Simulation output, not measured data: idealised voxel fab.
voxel spacer lines: a process module
This is section cut - it's 225 nm across, gridded in 5 nm square cells.
Square cells in a grid make up a cross-section in this document, and the grid is given as bands, listed from the top down, each one or more rows of cells.
It is stipulated that each band's entry specify, in nanometres, the height of the top of the band and then that of its bottom, followed by the materials of the band in left-to-right sequence, each together with its width in nanometres. A single material marked by the word "all across" is understood to fill the band from edge to edge; the word "blank" is understood to denote empty space.
A quick word on heights: they are counted from 0, and under that level the wafer as it came to us is one material throughout. The lowest band is different from the rest in having no bottom; it simply continues downward, written as in "0 -> down".
A two-number width, for instance "30 to 40", indicates that the width is equal to the first number in the top row of the band and to the second number in the bottom row, and that it changes by a constant amount per row of cells.
Any step labelled "nothing was modified" changed none of the cells in the cross-section.
Enclosed voids (no open way to top), threshold 8 cells or more, entry "Entrapped voids", notation width x height at distance, distance from left edge, nm.
If you see something after the settings on a step's line, that's the simulator's own remark about that step.
Steps that use a mask can have "overlay nm" on their line. It says how far the mask sat to the right of where it was meant to be. Negative means to the left.
The planned process steps are enumerated hereunder:
1) RECEIVE (material Si)
2) CONFORMAL_DEP (material SiO2; thk nm 10)
3) DIRECTIONAL_DEP (material W; thk nm 15)
4) DIRECTIONAL_DEP (material aC; thk nm 25)
5) PATTERN (tone cover; mask id MANDREL; material resist; width nm 25; pitch nm 70; thk nm 35; overlay nm 0)
6) DIRECTIONAL_ETCH (etch materials aC; depth nm 25)
7) STRIP (etch materials resist)
8) CONFORMAL_DEP (material SiN; thk nm 10)
9) DIRECTIONAL_ETCH (etch materials SiN; depth nm 10)
10) STRIP (etch materials aC)
11) DIRECTIONAL_ETCH (etch materials W; depth nm 15)
12) STRIP (etch materials SiN)
As received (post step 1): cross-section:
	0 -> down  Si all across
	Entrapped voids: none
Final wafer profile in cross-section after the module, from the same start and plan as above, with one mistake made during processing:
	25 -> 10  blank=10 / W=10 / blank=25 / W=10 / blank=25 / W=10 / blank=25 / W=10 / blank=25 / W=10 / blank=25 / W=10 / blank=30
	10 -> 0  SiO2 all across
	0 -> down  Si all across
	Entrapped voids: none
Heads up, the wafer didn't run the way we planned it: note that step 5 departed from the planned setting and was carried out as PATTERN (tone cover; mask id MANDREL; material resist; width nm 25; pitch nm 70; thk nm 35; overlay nm -10)
